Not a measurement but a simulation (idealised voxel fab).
Presented below is a process module, voxel fin reveal.
The cross-section on display is named cut; it measures 290 nm wide, and its cells are 5 nm squares.
Bands, listed from the top down, are how a cross-section gets written in this document; the cross-section itself is a grid of square cells, and a band is one or more rows of them. Heights first: top, then bottom, in nm. Then materials, left to right, each with a width in nm. "edge to edge" on a single material: fills the band edge to edge. "empty": empty space. Counting heights begins at 0, where everything beneath is, in the wafer as received, one material. The lowest band has no bottom; it goes on downwards, as "0..down" shows. Top row gets the first number, bottom row gets the second, and each row in between changes by the same step: that is how a band width like "30 to 40" works. Given "nothing altered" for a step, no cell of the cross-section differs between before and after that step. Heads up: "Fully sealed voids" only lists the empty pockets with no open path to the top that are 8 cells or more, and it writes them as width x height at distance, distance from the left edge, in nm. On a step's line, text after the settings is the simulator commenting on that step. overlay nm: on a step with a mask, how far right of its planned place the mask lay; negative means left.
The process steps that were planned are listed below
- 1: RECEIVE (material Si)
- 2: CONFORMAL_DEP (material SiN; thk nm 5)
- 3: MASKED_ETCH (tone cover; mask id FINS; width nm 15; pitch nm 45; etch materials SiN; depth nm 5; overlay nm 0)
- 4: MASKED_ETCH (tone cover; mask id FINS; width nm 15; pitch nm 45; etch materials Si; depth nm 40; overlay nm 0)
- 5: FILL_DEP (material SiO2; thk nm 10)
- 6: CMP (height nm 5)
- 7: SELECTIVE_ETCH (etch materials SiO2; depth nm 20)
- 8: STRIP (etch materials SiN)
- 9: CONFORMAL_DEP (material HfO2; thk nm 5)
Keep in mind the plan's value for the thk nm of step 2 comes from the first wafer; the wafers don't share that setting, but they do share the same starting point.
Sectional view: first of several wafers, as received, after step 1
	0..down | Si edge to edge
	Fully sealed voids: none
Each row below is a wafer at the end of the module, listing for every material the number of cells it has gained (+) or lost (-) since it was received, followed by its closed voids
thk nm 5, +82 HfO2, -368 Si, +230 SiO2, Fully sealed voids: none
thk nm 10, +58 HfO2, Fully sealed voids: none
thk nm 15, +58 HfO2, Fully sealed voids: none
thk nm 20, +58 HfO2, Fully sealed voids: none
